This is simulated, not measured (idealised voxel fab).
process module | voxel capacitor over wiring
cross-section cut | 175 nm wide | cells 5 nm
A cross-section is a grid of square cells, given in bands from the top down. A band is one or more rows of cells.
Each band's line starts with the height of the band's top and of its bottom, in nm. Then come its materials from left to right, each with its width in nm. One material with "throughout" fills the band from edge to edge. "air" is empty space.
Height 0 is the level under which the wafer as received is all one material. The lowest band goes on downwards, as in "0 down".
A width such as "30 to 40" changes by the same amount from each row of cells to the next, from the band's top row to its bottom row.
"no change" after a step means that no cell of the cross-section changed.
closed voids: empty space of 8 cells or more with no open way to the top, each as width x height at its distance from the left edge, in nm
after a step's settings: what the simulator itself notes on the step
overlay nm, on a step with a mask: how far to the right of its planned place the mask lay; to the left if negative
Each pair below shows a cross-section before one step and the cross-section after it, down to the lowest band that changed. The line under each pair gives the step between them, with its settings. The pairs can come from different runs of this module on the same starting wafer, so a pair continues from the pair above only where its "before" says so.
before
  0 down: Si throughout
  closed voids: none
after
  10 to 0: SiO2 throughout
  below 0: unchanged
  closed voids: none
the step between: op CONFORMAL_DEP | material SiO2 | thk nm 10
before: the cross-section after the pair above
after
  15 to 10: SiCN throughout
  below 10: unchanged
  closed voids: none
the step between: op CONFORMAL_DEP | material SiCN | thk nm 5
before: the cross-section after the pair above
after
  30 to 15: lowk throughout
  below 15: unchanged
  closed voids: none
the step between: op DIRECTIONAL_DEP | material lowk | thk nm 15
before: the cross-section after the pair above
after
  45 to 30: resist 30 | air 20 | resist 70 | air 20 | resist 35
  below 30: unchanged
  closed voids: none
the step between: op PATTERN | tone open | mask id METAL_1 | material resist | width nm 20 | pitch nm 90 | thk nm 15 | overlay nm 0
before: the cross-section after the pair above
after
  45 to 30: resist 30 | air 20 | resist 70 | air 20 | resist 35
  30 to 15: lowk 30 | air 20 | lowk 70 | air 20 | lowk 35
  below 15: unchanged
  closed voids: none
the step between: op DIRECTIONAL_ETCH | etch materials lowk | depth nm 15
before: the cross-section after the pair above
after
  45 to 30: resist 30 | air 20 | resist 70 | air 20 | resist 35
  30 to 15: lowk 30 | air 20 | lowk 70 | air 20 | lowk 35
  15 to 10: SiCN 30 | air 20 | SiCN 70 | air 20 | SiCN 35
  below 10: unchanged
  closed voids: none
the step between: op DIRECTIONAL_ETCH | etch materials SiCN | depth nm 5
before: the cross-section after the pair above
after
  30 to 15: lowk 30 | air 20 | lowk 70 | air 20 | lowk 35
  below 15: unchanged
  closed voids: none
the step between: op STRIP | etch materials resist
before: the cross-section after the pair above
after
  35 to 30: TiN 35 | air 10 | TiN 80 | air 10 | TiN 40
  30 to 15: lowk 30 | TiN 5 | air 10 | TiN 5 | lowk 70 | TiN 5 | air 10 | TiN 5 | lowk 35
  15 to 10: SiCN 30 | TiN 20 | SiCN 70 | TiN 20 | SiCN 35
  below 10: unchanged
  closed voids: none
the step between: op CONFORMAL_DEP | material TiN | thk nm 5
before: the cross-section after the pair above
after
  40 to 35: Cu throughout
  35 to 30: TiN 35 | Cu 10 | TiN 80 | Cu 10 | TiN 40
  30 to 15: lowk 30 | TiN 5 | Cu 10 | TiN 5 | lowk 70 | TiN 5 | Cu 10 | TiN 5 | lowk 35
  below 15: unchanged
  closed voids: none
the step between: op FILL_DEP | material Cu | thk nm 5
before: the cross-section after the pair above
after
  30 to 15: lowk 30 | TiN 5 | Cu 10 | TiN 5 | lowk 70 | TiN 5 | Cu 10 | TiN 5 | lowk 35
  below 15: unchanged
  closed voids: none
the step between: op CMP | height nm 30
before: the cross-section after the pair above
after
  35 to 30: air 25 | Ru 30 | air 60 | Ru 30 | air 30
  below 30: unchanged
  closed voids: none
the step between: op EPI | material Ru | thk nm 5
before: the cross-section after the pair above
after
  40 to 35: SiCN throughout
  35 to 30: SiCN 25 | Ru 30 | SiCN 60 | Ru 30 | SiCN 30
  below 30: unchanged
  closed voids: none
the step between: op FILL_DEP | material SiCN | thk nm 5
before: the cross-section after the pair above
after
  55 to 40: lowk throughout
  below 40: unchanged
  closed voids: none
the step between: op DIRECTIONAL_DEP | material lowk | thk nm 15
before: the cross-section after the pair above
after
  65 to 55: aC throughout
  below 55: unchanged
  closed voids: none
the step between: op DIRECTIONAL_DEP | material aC | thk nm 10
before: the cross-section after the pair above
after
  90 to 65: resist 35 | air 15 | resist 125
  below 65: unchanged
  closed voids: none
the step between: op PATTERN | tone open | mask id PLUG_1 | material resist | width nm 15 | thk nm 25 | overlay nm 0
before: the cross-section after the pair above
after
  80 to 65: resist 35 | air 15 | resist 125
  65 to 55: aC 35 | air 15 | aC 125
  below 55: unchanged
  closed voids: none
the step between: op DIRECTIONAL_ETCH | etch materials aC | depth nm 10
before: the cross-section after the pair above
after
  65 to 55: aC 35 | air 15 | aC 125
  below 55: unchanged
  closed voids: none
the step between: op STRIP | etch materials resist
before: the cross-section after the pair above
after
  65 to 55: aC 35 | air 15 | aC 125
  55 to 40: lowk 35 | air 15 | lowk 125
  below 40: unchanged
  closed voids: none
the step between: op DIRECTIONAL_ETCH | etch materials lowk | depth nm 15
before: the cross-section after the pair above
after
  65 to 55: aC 35 | air 15 | aC 125
  55 to 40: lowk 35 | air 15 | lowk 125
  40 to 35: SiCN 35 | air 15 | SiCN 125
  below 35: unchanged
  closed voids: none
the step between: op DIRECTIONAL_ETCH | etch materials SiCN | depth nm 5
before: the cross-section after the pair above
after
  55 to 40: lowk 35 | air 15 | lowk 125
  below 40: unchanged
  closed voids: none
the step between: op STRIP | etch materials aC
before: the cross-section after the pair above
after
  60 to 55: TiN 40 | air 5 | TiN 130
  55 to 40: lowk 35 | TiN 5 | air 5 | TiN 5 | lowk 125
  40 to 35: SiCN 35 | TiN 15 | SiCN 125
  below 35: unchanged
  closed voids: none
the step between: op CONFORMAL_DEP | material TiN | thk nm 5
before: the cross-section after the pair above
after
  65 to 60: Ru throughout
  60 to 55: TiN 40 | Ru 5 | TiN 130
  55 to 40: lowk 35 | TiN 5 | Ru 5 | TiN 5 | lowk 125
  below 40: unchanged
  closed voids: none
the step between: op FILL_DEP | material Ru | thk nm 5
before: the cross-section after the pair above
after
  55 to 40: lowk 35 | TiN 5 | Ru 5 | TiN 5 | lowk 125
  below 40: unchanged
  closed voids: none
the step between: op CMP | height nm 55
before: the cross-section after the pair above
after
  60 to 55: TiN throughout
  below 55: unchanged
  closed voids: none
the step between: op DIRECTIONAL_DEP | material TiN | thk nm 5
before: the cross-section after the pair above
after
  65 to 60: Al2O3 throughout
  below 60: unchanged
  closed voids: none
the step between: op DIRECTIONAL_DEP | material Al2O3 | thk nm 5
before: the cross-section after the pair above
after
  75 to 65: TiN throughout
  below 65: unchanged
  closed voids: none
the step between: op DIRECTIONAL_DEP | material TiN | thk nm 10
before: the cross-section after the pair above
after
  75 to 65: air 35 | TiN 75 | air 65
  below 65: unchanged
  closed voids: none
the step between: op MASKED_ETCH | tone cover | mask id UPPER_PLATE | width nm 75 | etch materials TiN | depth nm 10 | overlay nm 0
before: the cross-section after the pair above
after
  75 to 65: air 35 | TiN 75 | air 65
  65 to 60: air 35 | Al2O3 75 | air 65
  below 60: unchanged
  closed voids: none
the step between: op MASKED_ETCH | tone cover | mask id UPPER_PLATE | width nm 75 | etch materials Al2O3 | depth nm 5 | overlay nm 0
before: the cross-section after the pair above
after
  75 to 65: air 35 | TiN 75 | air 65
  65 to 60: air 35 | Al2O3 75 | air 65
  60 to 55: air 30 | TiN 85 | air 60
  below 55: unchanged
  closed voids: none
the step between: op MASKED_ETCH | tone cover | mask id LOWER_PLATE | width nm 85 | etch materials TiN | depth nm 5 | overlay nm 0
before: the cross-section after the pair above
after
  95 to 75: SiO2 throughout
  75 to 65: SiO2 35 | TiN 75 | SiO2 65
  65 to 60: SiO2 35 | Al2O3 75 | SiO2 65
  60 to 55: SiO2 30 | TiN 85 | SiO2 60
  below 55: unchanged
  closed voids: none
the step between: op FILL_DEP | material SiO2 | thk nm 20
before: the cross-section after the pair above
after
  90 to 75: SiO2 throughout
  below 75: unchanged
  closed voids: none
the step between: op CMP | height nm 90
before: the cross-section after the pair above
after
  90 to 75: SiO2 45 | air 15 | SiO2 115
  below 75: unchanged
  closed voids: none
the step between: op MASKED_ETCH | tone open | mask id PLUG_2 | width nm 15 | etch materials SiO2 | depth nm 15 | overlay nm 0
before: the cross-section after the pair above
after
  95 to 90: TiN 50 | air 5 | TiN 120
  90 to 80: SiO2 45 | TiN 5 | air 5 | TiN 5 | SiO2 115
  80 to 75: SiO2 45 | TiN 15 | SiO2 115
  below 75: unchanged
  closed voids: none
the step between: op CONFORMAL_DEP | material TiN | thk nm 5
before: the cross-section after the pair above
after
  105 to 95: W throughout
  95 to 90: TiN 50 | W 5 | TiN 120
  90 to 80: SiO2 45 | TiN 5 | W 5 | TiN 5 | SiO2 115
  below 80: unchanged
  closed voids: none
the step between: op FILL_DEP | material W | thk nm 10
before: the cross-section after the pair above
after
  90 to 80: SiO2 45 | TiN 5 | W 5 | TiN 5 | SiO2 115
  below 80: unchanged
  closed voids: none
the step between: op CMP | height nm 90
before: the cross-section after the pair above
after
  95 to 90: SiN throughout
  below 90: unchanged
  closed voids: none
the step between: op CONFORMAL_DEP | material SiN | thk nm 5
before
  105 to 95: W throughout
  95 to 90: TiN 50 | W 5 | TiN 120
  90 to 80: SiO2 45 | TiN 5 | W 5 | TiN 5 | SiO2 115
  80 to 75: SiO2 45 | TiN 15 | SiO2 115
  75 to 65: SiO2 35 | TiN 75 | SiO2 65
  65 to 60: SiO2 35 | Al2O3 75 | SiO2 65
  60 to 55: SiO2 30 | TiN 85 | SiO2 60
  55 to 40: lowk 35 | TiN 5 | Ru 5 | TiN 5 | lowk 125
  40 to 35: SiCN 35 | TiN 15 | SiCN 125
  35 to 30: SiCN 25 | Ru 30 | SiCN 60 | Ru 30 | SiCN 30
  30 to 15: lowk 30 | TiN 5 | Cu 10 | TiN 5 | lowk 70 | TiN 5 | Cu 10 | TiN 5 | lowk 35
  15 to 10: SiCN 30 | TiN 20 | SiCN 70 | TiN 20 | SiCN 35
  10 to 0: SiO2 throughout
  0 down: Si throughout
  closed voids: none
after
  110 to 105: SiN throughout
  below 105: unchanged
  closed voids: none
the step between: op CONFORMAL_DEP | material SiN | thk nm 5
before
  0 down: Si throughout
  closed voids: none
after
  5 to 0: SiCN throughout
  below 0: unchanged
  closed voids: none
the step between: op CONFORMAL_DEP | material SiCN | thk nm 5
before: the cross-section after the pair above
after
  15 to 5: SiO2 throughout
  below 5: unchanged
  closed voids: none
the step between: op CONFORMAL_DEP | material SiO2 | thk nm 10
before: the cross-section after the pair above
after
  30 to 15: lowk throughout
  below 15: unchanged
  closed voids: none
the step between: op DIRECTIONAL_DEP | material lowk | thk nm 15
before: the cross-section after the pair above
after
  45 to 30: resist 30 | air 20 | resist 70 | air 20 | resist 35
  below 30: unchanged
  closed voids: none
the step between: op PATTERN | tone open | mask id METAL_1 | material resist | width nm 20 | pitch nm 90 | thk nm 15 | overlay nm 0
before: the cross-section after the pair above
after
  45 to 30: resist 30 | air 20 | resist 70 | air 20 | resist 35
  30 to 15: lowk 30 | air 20 | lowk 70 | air 20 | lowk 35
  below 15: unchanged
  closed voids: none
the step between: op DIRECTIONAL_ETCH | etch materials lowk | depth nm 15
before: the cross-section after the pair above
after
  30 to 15: lowk 30 | air 20 | lowk 70 | air 20 | lowk 35
  below 15: unchanged
  closed voids: none
the step between: op STRIP | etch materials resist
before: the cross-section after the pair above
after
  35 to 30: TiN 35 | air 10 | TiN 80 | air 10 | TiN 40
  30 to 20: lowk 30 | TiN 5 | air 10 | TiN 5 | lowk 70 | TiN 5 | air 10 | TiN 5 | lowk 35
  20 to 15: lowk 30 | TiN 20 | lowk 70 | TiN 20 | lowk 35
  below 15: unchanged
  closed voids: none
the step between: op CONFORMAL_DEP | material TiN | thk nm 5
before: the cross-section after the pair above
after
  40 to 35: Cu throughout
  35 to 30: TiN 35 | Cu 10 | TiN 80 | Cu 10 | TiN 40
  30 to 20: lowk 30 | TiN 5 | Cu 10 | TiN 5 | lowk 70 | TiN 5 | Cu 10 | TiN 5 | lowk 35
  below 20: unchanged
  closed voids: none
the step between: op FILL_DEP | material Cu | thk nm 5
before: the cross-section after the pair above
after
  30 to 20: lowk 30 | TiN 5 | Cu 10 | TiN 5 | lowk 70 | TiN 5 | Cu 10 | TiN 5 | lowk 35
  below 20: unchanged
  closed voids: none
the step between: op CMP | height nm 30
before: the cross-section after the pair above
after
  35 to 30: air 25 | Ru 30 | air 60 | Ru 30 | air 30
  below 30: unchanged
  closed voids: none
the step between: op EPI | material Ru | thk nm 5
before: the cross-section after the pair above
after
  40 to 35: SiCN throughout
  35 to 30: SiCN 25 | Ru 30 | SiCN 60 | Ru 30 | SiCN 30
  below 30: unchanged
  closed voids: none
the step between: op FILL_DEP | material SiCN | thk nm 5
before: the cross-section after the pair above
after
  55 to 40: lowk throughout
  below 40: unchanged
  closed voids: none
the step between: op DIRECTIONAL_DEP | material lowk | thk nm 15
before: the cross-section after the pair above
after
  65 to 55: aC throughout
  below 55: unchanged
  closed voids: none
the step between: op DIRECTIONAL_DEP | material aC | thk nm 10
before: the cross-section after the pair above
after
  90 to 65: resist 35 | air 15 | resist 125
  below 65: unchanged
  closed voids: none
the step between: op PATTERN | tone open | mask id PLUG_1 | material resist | width nm 15 | thk nm 25 | overlay nm 0
before: the cross-section after the pair above
after
  80 to 65: resist 35 | air 15 | resist 125
  65 to 55: aC 35 | air 15 | aC 125
  below 55: unchanged
  closed voids: none
the step between: op DIRECTIONAL_ETCH | etch materials aC | depth nm 10
before: the cross-section after the pair above
after
  65 to 55: aC 35 | air 15 | aC 125
  below 55: unchanged
  closed voids: none
the step between: op STRIP | etch materials resist
before: the cross-section after the pair above
after
  65 to 55: aC 35 | air 15 | aC 125
  55 to 40: lowk 35 | air 15 | lowk 125
  below 40: unchanged
  closed voids: none
the step between: op DIRECTIONAL_ETCH | etch materials lowk | depth nm 15
before: the cross-section after the pair above
after
  65 to 55: aC 35 | air 15 | aC 125
  55 to 40: lowk 35 | air 15 | lowk 125
  40 to 35: SiCN 35 | air 15 | SiCN 125
  below 35: unchanged
  closed voids: none
the step between: op DIRECTIONAL_ETCH | etch materials SiCN | depth nm 5
before: the cross-section after the pair above
after
  55 to 40: lowk 35 | air 15 | lowk 125
  below 40: unchanged
  closed voids: none
the step between: op STRIP | etch materials aC
before: the cross-section after the pair above
after
  60 to 55: TiN 40 | air 5 | TiN 130
  55 to 40: lowk 35 | TiN 5 | air 5 | TiN 5 | lowk 125
  40 to 35: SiCN 35 | TiN 15 | SiCN 125
  below 35: unchanged
  closed voids: none
the step between: op CONFORMAL_DEP | material TiN | thk nm 5
before: the cross-section after the pair above
after
  65 to 60: Ru throughout
  60 to 55: TiN 40 | Ru 5 | TiN 130
  55 to 40: lowk 35 | TiN 5 | Ru 5 | TiN 5 | lowk 125
  below 40: unchanged
  closed voids: none
the step between: op FILL_DEP | material Ru | thk nm 5
before: the cross-section after the pair above
after
  55 to 40: lowk 35 | TiN 5 | Ru 5 | TiN 5 | lowk 125
  below 40: unchanged
  closed voids: none
the step between: op CMP | height nm 55
before: the cross-section after the pair above
after
  60 to 55: TiN throughout
  below 55: unchanged
  closed voids: none
the step between: op DIRECTIONAL_DEP | material TiN | thk nm 5
before: the cross-section after the pair above
after
  65 to 60: Al2O3 throughout
  below 60: unchanged
  closed voids: none
the step between: op DIRECTIONAL_DEP | material Al2O3 | thk nm 5
before: the cross-section after the pair above
after
  75 to 65: TiN throughout
  below 65: unchanged
  closed voids: none
the step between: op DIRECTIONAL_DEP | material TiN | thk nm 10
before: the cross-section after the pair above
after
  75 to 65: air 35 | TiN 75 | air 65
  below 65: unchanged
  closed voids: none
the step between: op MASKED_ETCH | tone cover | mask id UPPER_PLATE | width nm 75 | etch materials TiN | depth nm 10 | overlay nm 0
before: the cross-section after the pair above
after
  75 to 65: air 35 | TiN 75 | air 65
  65 to 60: air 35 | Al2O3 75 | air 65
  below 60: unchanged
  closed voids: none
the step between: op MASKED_ETCH | tone cover | mask id UPPER_PLATE | width nm 75 | etch materials Al2O3 | depth nm 5 | overlay nm 0
before: the cross-section after the pair above
after
  75 to 65: air 35 | TiN 75 | air 65
  65 to 60: air 35 | Al2O3 75 | air 65
  60 to 55: air 30 | TiN 85 | air 60
  below 55: unchanged
  closed voids: none
the step between: op MASKED_ETCH | tone cover | mask id LOWER_PLATE | width nm 85 | etch materials TiN | depth nm 5 | overlay nm 0
before: the cross-section after the pair above
after
  95 to 75: SiO2 throughout
  75 to 65: SiO2 35 | TiN 75 | SiO2 65
  65 to 60: SiO2 35 | Al2O3 75 | SiO2 65
  60 to 55: SiO2 30 | TiN 85 | SiO2 60
  below 55: unchanged
  closed voids: none
the step between: op FILL_DEP | material SiO2 | thk nm 20
before: the cross-section after the pair above
after
  90 to 75: SiO2 throughout
  below 75: unchanged
  closed voids: none
the step between: op CMP | height nm 90
before: the cross-section after the pair above
after
  90 to 75: SiO2 45 | air 15 | SiO2 115
  below 75: unchanged
  closed voids: none
the step between: op MASKED_ETCH | tone open | mask id PLUG_2 | width nm 15 | etch materials SiO2 | depth nm 15 | overlay nm 0
before: the cross-section after the pair above
after
  95 to 90: TiN 50 | air 5 | TiN 120
  90 to 80: SiO2 45 | TiN 5 | air 5 | TiN 5 | SiO2 115
  80 to 75: SiO2 45 | TiN 15 | SiO2 115
  below 75: unchanged
  closed voids: none
the step between: op CONFORMAL_DEP | material TiN | thk nm 5
before: the cross-section after the pair above
after
  105 to 95: W throughout
  95 to 90: TiN 50 | W 5 | TiN 120
  90 to 80: SiO2 45 | TiN 5 | W 5 | TiN 5 | SiO2 115
  below 80: unchanged
  closed voids: none
the step between: op FILL_DEP | material W | thk nm 10
before: the cross-section after the pair above
after
  90 to 80: SiO2 45 | TiN 5 | W 5 | TiN 5 | SiO2 115
  below 80: unchanged
  closed voids: none
the step between: op CMP | height nm 90
before: the cross-section after the pair above
after
  95 to 90: SiN throughout
  below 90: unchanged
  closed voids: none
the step between: op CONFORMAL_DEP | material SiN | thk nm 5
before
  90 to 80: SiO2 45 | TiN 5 | W 5 | TiN 5 | SiO2 115
  80 to 75: SiO2 45 | TiN 15 | SiO2 115
  75 to 65: SiO2 35 | TiN 75 | SiO2 65
  65 to 60: SiO2 35 | Al2O3 75 | SiO2 65
  60 to 55: SiO2 30 | TiN 85 | SiO2 60
  55 to 40: lowk 35 | TiN 5 | Ru 5 | TiN 5 | lowk 125
  40 to 35: SiCN 35 | TiN 15 | SiCN 125
  35 to 30: SiCN 25 | Ru 30 | SiCN 60 | Ru 30 | SiCN 30
  30 to 15: lowk 30 | TiN 5 | Cu 10 | TiN 5 | lowk 70 | TiN 5 | Cu 10 | TiN 5 | lowk 35
  15 to 10: SiCN 30 | TiN 20 | SiCN 70 | TiN 20 | SiCN 35
  10 to 0: SiO2 throughout
  0 down: Si throughout
  closed voids: none
after
  105 to 90: SiN throughout
  below 90: unchanged
  closed voids: none
the step between: op CONFORMAL_DEP | material SiN | thk nm 15
before
  75 to 65: TiN throughout
  65 to 60: Al2O3 throughout
  60 to 55: TiN throughout
  55 to 40: lowk 35 | TiN 5 | Ru 5 | TiN 5 | lowk 125
  40 to 35: SiCN 35 | TiN 15 | SiCN 125
  35 to 30: SiCN 25 | Ru 30 | SiCN 60 | Ru 30 | SiCN 30
  30 to 15: lowk 30 | TiN 5 | Cu 10 | TiN 5 | lowk 70 | TiN 5 | Cu 10 | TiN 5 | lowk 35
  15 to 10: SiCN 30 | TiN 20 | SiCN 70 | TiN 20 | SiCN 35
  10 to 0: SiO2 throughout
  0 down: Si throughout
  closed voids: none
after
  75 to 65: air 35 | TiN 80 | air 60
  below 65: unchanged
  closed voids: none
the step between: op MASKED_ETCH | tone cover | mask id UPPER_PLATE | width nm 80 | etch materials TiN | depth nm 10 | overlay nm 0
before: the cross-section after the pair above
after
  75 to 65: air 35 | TiN 80 | air 60
  65 to 60: air 35 | Al2O3 80 | air 60
  below 60: unchanged
  closed voids: none
the step between: op MASKED_ETCH | tone cover | mask id UPPER_PLATE | width nm 75 | etch materials Al2O3 | depth nm 5 | overlay nm 0
before: the cross-section after the pair above
after
  75 to 65: air 35 | TiN 80 | air 60
  65 to 60: air 35 | Al2O3 80 | air 60
  60 to 55: air 30 | TiN 85 | air 60
  below 55: unchanged
  closed voids: none
the step between: op MASKED_ETCH | tone cover | mask id LOWER_PLATE | width nm 85 | etch materials TiN | depth nm 5 | overlay nm 0
before: the cross-section after the pair above
after
  95 to 75: SiO2 throughout
  75 to 65: SiO2 35 | TiN 80 | SiO2 60
  65 to 60: SiO2 35 | Al2O3 80 | SiO2 60
  60 to 55: SiO2 30 | TiN 85 | SiO2 60
  below 55: unchanged
  closed voids: none
the step between: op FILL_DEP | material SiO2 | thk nm 20
before: the cross-section after the pair above
after
  90 to 75: SiO2 throughout
  below 75: unchanged
  closed voids: none
the step between: op CMP | height nm 90
before: the cross-section after the pair above
after
  90 to 75: SiO2 45 | air 15 | SiO2 115
  below 75: unchanged
  closed voids: none
the step between: op MASKED_ETCH | tone open | mask id PLUG_2 | width nm 15 | etch materials SiO2 | depth nm 15 | overlay nm 0
before: the cross-section after the pair above
after
  95 to 90: TiN 50 | air 5 | TiN 120
  90 to 80: SiO2 45 | TiN 5 | air 5 | TiN 5 | SiO2 115
  80 to 75: SiO2 45 | TiN 15 | SiO2 115
  below 75: unchanged
  closed voids: none
the step between: op CONFORMAL_DEP | material TiN | thk nm 5
before: the cross-section after the pair above
after
  105 to 95: W throughout
  95 to 90: TiN 50 | W 5 | TiN 120
  90 to 80: SiO2 45 | TiN 5 | W 5 | TiN 5 | SiO2 115
  below 80: unchanged
  closed voids: none
the step between: op FILL_DEP | material W | thk nm 10
before: the cross-section after the pair above
after
  90 to 80: SiO2 45 | TiN 5 | W 5 | TiN 5 | SiO2 115
  below 80: unchanged
  closed voids: none
the step between: op CMP | height nm 90
before: the cross-section after the pair above
after
  95 to 90: SiN throughout
  below 90: unchanged
  closed voids: none
the step between: op CONFORMAL_DEP | material SiN | thk nm 5
before
  90 to 75: SiO2 throughout
  75 to 65: SiO2 35 | TiN 75 | SiO2 65
  65 to 60: SiO2 35 | Al2O3 75 | SiO2 65
  60 to 55: SiO2 30 | TiN 85 | SiO2 60
  55 to 40: lowk 35 | TiN 5 | Ru 5 | TiN 5 | lowk 125
  40 to 35: SiCN 35 | TiN 15 | SiCN 125
  35 to 30: SiCN 25 | Ru 30 | SiCN 60 | Ru 30 | SiCN 30
  30 to 15: lowk 30 | TiN 5 | Cu 10 | TiN 5 | lowk 70 | TiN 5 | Cu 10 | TiN 5 | lowk 35
  15 to 10: SiCN 30 | TiN 20 | SiCN 70 | TiN 20 | SiCN 35
  10 to 0: SiO2 throughout
  0 down: Si throughout
  closed voids: none
after
  90 to 75: SiO2 40 | air 15 | SiO2 120
  below 75: unchanged
  closed voids: none
the step between: op MASKED_ETCH | tone open | mask id PLUG_2 | width nm 15 | etch materials SiO2 | depth nm 15 | overlay nm -5
before: the cross-section after the pair above
after
  95 to 90: TiN 45 | air 5 | TiN 125
  90 to 80: SiO2 40 | TiN 5 | air 5 | TiN 5 | SiO2 120
  80 to 75: SiO2 40 | TiN 15 | SiO2 120
  below 75: unchanged
  closed voids: none
the step between: op CONFORMAL_DEP | material TiN | thk nm 5
before: the cross-section after the pair above
after
  105 to 95: W throughout
  95 to 90: TiN 45 | W 5 | TiN 125
  90 to 80: SiO2 40 | TiN 5 | W 5 | TiN 5 | SiO2 120
  below 80: unchanged
  closed voids: none
the step between: op FILL_DEP | material W | thk nm 10
before: the cross-section after the pair above
after
  90 to 80: SiO2 40 | TiN 5 | W 5 | TiN 5 | SiO2 120
  below 80: unchanged
  closed voids: none
the step between: op CMP | height nm 90
before: the cross-section after the pair above
after
  95 to 90: SiN throughout
  below 90: unchanged
  closed voids: none
the step between: op CONFORMAL_DEP | material SiN | thk nm 5
before
  90 to 80: SiO2 45 | TiN 5 | W 5 | TiN 5 | SiO2 115
  80 to 75: SiO2 45 | TiN 15 | SiO2 115
  75 to 65: SiO2 35 | TiN 75 | SiO2 65
  65 to 60: SiO2 35 | Al2O3 75 | SiO2 65
  60 to 55: SiO2 30 | TiN 85 | SiO2 60
  55 to 40: lowk 35 | TiN 5 | Ru 5 | TiN 5 | lowk 125
  40 to 35: SiCN 35 | TiN 15 | SiCN 125
  35 to 30: SiCN 25 | Ru 30 | SiCN 60 | Ru 30 | SiCN 30
  30 to 15: lowk 30 | TiN 5 | Cu 10 | TiN 5 | lowk 70 | TiN 5 | Cu 10 | TiN 5 | lowk 35
  15 to 10: SiCN 30 | TiN 20 | SiCN 70 | TiN 20 | SiCN 35
  10 to 0: SiO2 throughout
  0 down: Si throughout
  closed voids: none
after
  95 to 90: Al2O3 throughout
  below 90: unchanged
  closed voids: none
the step between: op CONFORMAL_DEP | material Al2O3 | thk nm 5
before
  75 to 65: TiN throughout
  65 to 60: Al2O3 throughout
  60 to 55: TiN throughout
  55 to 40: lowk 35 | TiN 5 | Ru 5 | TiN 5 | lowk 125
  40 to 35: SiCN 35 | TiN 15 | SiCN 125
  35 to 30: SiCN 25 | Ru 30 | SiCN 60 | Ru 30 | SiCN 30
  30 to 15: lowk 30 | TiN 5 | Cu 10 | TiN 5 | lowk 70 | TiN 5 | Cu 10 | TiN 5 | lowk 35
  15 to 10: SiCN 30 | TiN 20 | SiCN 70 | TiN 20 | SiCN 35
  10 to 0: SiO2 throughout
  0 down: Si throughout
  closed voids: none
after
  75 to 65: TiN 35 | air 75 | TiN 65
  below 65: unchanged
  closed voids: none
the step between: op MASKED_ETCH | tone open | mask id UPPER_PLATE | width nm 75 | etch materials TiN | depth nm 10 | overlay nm 0
before: the cross-section after the pair above
after
  75 to 70: air 30 | TiN 5 | air 75 | TiN 5 | air 60
  below 70: unchanged
  closed voids: none
the step between: op MASKED_ETCH | tone cover | mask id LOWER_PLATE | width nm 85 | etch materials TiN | depth nm 5 | overlay nm 0
before: the cross-section after the pair above
after
  95 to 75: SiO2 throughout
  75 to 70: SiO2 30 | TiN 5 | SiO2 75 | TiN 5 | SiO2 60
  70 to 65: TiN 35 | SiO2 75 | TiN 65
  below 65: unchanged
  closed voids: none
the step between: op FILL_DEP | material SiO2 | thk nm 20
before: the cross-section after the pair above
after
  90 to 75: SiO2 throughout
  below 75: unchanged
  closed voids: none
the step between: op CMP | height nm 90
before: the cross-section after the pair above
after
  90 to 75: SiO2 45 | air 15 | SiO2 115
  below 75: unchanged
  closed voids: none
the step between: op MASKED_ETCH | tone open | mask id PLUG_2 | width nm 15 | etch materials SiO2 | depth nm 15 | overlay nm 0
before: the cross-section after the pair above
after
  95 to 90: TiN 50 | air 5 | TiN 120
  90 to 80: SiO2 45 | TiN 5 | air 5 | TiN 5 | SiO2 115
  80 to 75: SiO2 45 | TiN 15 | SiO2 115
  below 75: unchanged
  closed voids: none
the step between: op CONFORMAL_DEP | material TiN | thk nm 5
before: the cross-section after the pair above
after
  105 to 95: W throughout
  95 to 90: TiN 50 | W 5 | TiN 120
  90 to 80: SiO2 45 | TiN 5 | W 5 | TiN 5 | SiO2 115
  below 80: unchanged
  closed voids: none
the step between: op FILL_DEP | material W | thk nm 10
before: the cross-section after the pair above
after
  90 to 80: SiO2 45 | TiN 5 | W 5 | TiN 5 | SiO2 115
  below 80: unchanged
  closed voids: none
the step between: op CMP | height nm 90
before: the cross-section after the pair above
after
  95 to 90: SiN throughout
  below 90: unchanged
  closed voids: none
the step between: op CONFORMAL_DEP | material SiN | thk nm 5
